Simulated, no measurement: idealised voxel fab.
Presented below is a process module, voxel trench capacitor.
It is cross-section cut that appears here, measuring 155 nm in width, its square cells being 5 nm in size.
A cross-section is written here as square cells arranged in a grid, and it is given in bands from the top down, each band taking up one or more rows of cells.
A band entry consists of two parts. The first gives the height of the band's top and the height of its bottom, in nm. The rest lists the band's materials from left to right, each with its width in nm. A single material labelled with the word "throughout" fills the band from edge to edge, and the word "air" marks empty space.
Heights are expressed relative to 0, this being the level below which the as-received wafer comprises one material exclusively. The lowest band is unbounded in the downward direction and is denoted as in "top 0, no bottom".
You'd read "30..40" like this: the band's top row of cells is as wide as the first number, its bottom row is as wide as the second, and going down, every row changes width by the same amount as the row before did.
Given "left unchanged" for a step, no cell of the cross-section differs between before and after that step.
The list in "Sealed voids" covers empty spaces of 8 cells or more that cannot reach the top through any open way, and it gives each as width x height at distance; the distance is from the left edge, and width, height and distance are in nm.
Step line, after settings: the simulator's comment on this step.
Steps that use a mask can have "overlay nm" on their line. It says how far the mask sat to the right of where it was meant to be. Negative means to the left.

-- Below is the list of planned process steps
1) RECEIVE | material Si
2) CONFORMAL_DEP | material SiN | thk nm 10
3) DIRECTIONAL_DEP | material aC | thk nm 5
4) PATTERN | tone open | mask id TRENCH | material resist | width nm 15 | pitch nm 40 | thk nm 35 | overlay nm 0
5) DIRECTIONAL_ETCH | etch materials aC | depth nm 15
6) STRIP | etch materials resist
7) DIRECTIONAL_ETCH | etch materials SiN | depth nm 10
8) DIRECTIONAL_ETCH | etch materials Si | depth nm 30
9) STRIP | etch materials aC
10) CONFORMAL_DEP | material SiO2 | thk nm 5
11) FILL_DEP | material polySi | thk nm 10
12) CMP | height nm 10
Heads up: all these wafers start the same, and what changes between them is the thk nm in step 3. The value you see in the plan is just what the first wafer got.

-- As-received cross-section, first of several wafers, post step 1
- top 0, no bottom = Si throughout
- Sealed voids: none

-- End of module: cross-section of the first of several wafers after step 12, the last step
- top 10, bottom 0 = SiN (30); SiO2 (5); polySi (5); SiO2 (5); SiN (25); SiO2 (5); polySi (5); SiO2 (5); SiN (25); SiO2 (5); polySi (5); SiO2 (5); SiN (30)
- top 0, bottom -25 = Si (30); SiO2 (5); polySi (5); SiO2 (5); Si (25); SiO2 (5); polySi (5); SiO2 (5); Si (25); SiO2 (5); polySi (5); SiO2 (5); Si (30)
- top -25, bottom -30 = Si (30); SiO2 (15); Si (25); SiO2 (15); Si (25); SiO2 (15); Si (30)
- top -30, no bottom = Si throughout
- Sealed voids: none

-- Module end, final wafer: cross-section
- top 10, bottom 0 = SiN throughout
- top 0, no bottom = Si throughout
- Sealed voids: none

-- Below: a row per wafer. Contents at end of module: for every material, cells gained since receipt (+) or lost since receipt (-); then closed voids
thk nm 5 | -54 Si | +44 SiN | +51 SiO2 | +21 polySi | Sealed voids: none
thk nm 10 | -54 Si | +44 SiN | +51 SiO2 | +21 polySi | Sealed voids: none
thk nm 15 | -54 Si | +44 SiN | +51 SiO2 | +21 polySi | Sealed voids: none
thk nm 20 | +62 SiN | Sealed voids: none
thk nm 25 | +62 SiN | Sealed voids: none
thk nm 30 | +62 SiN | Sealed voids: none
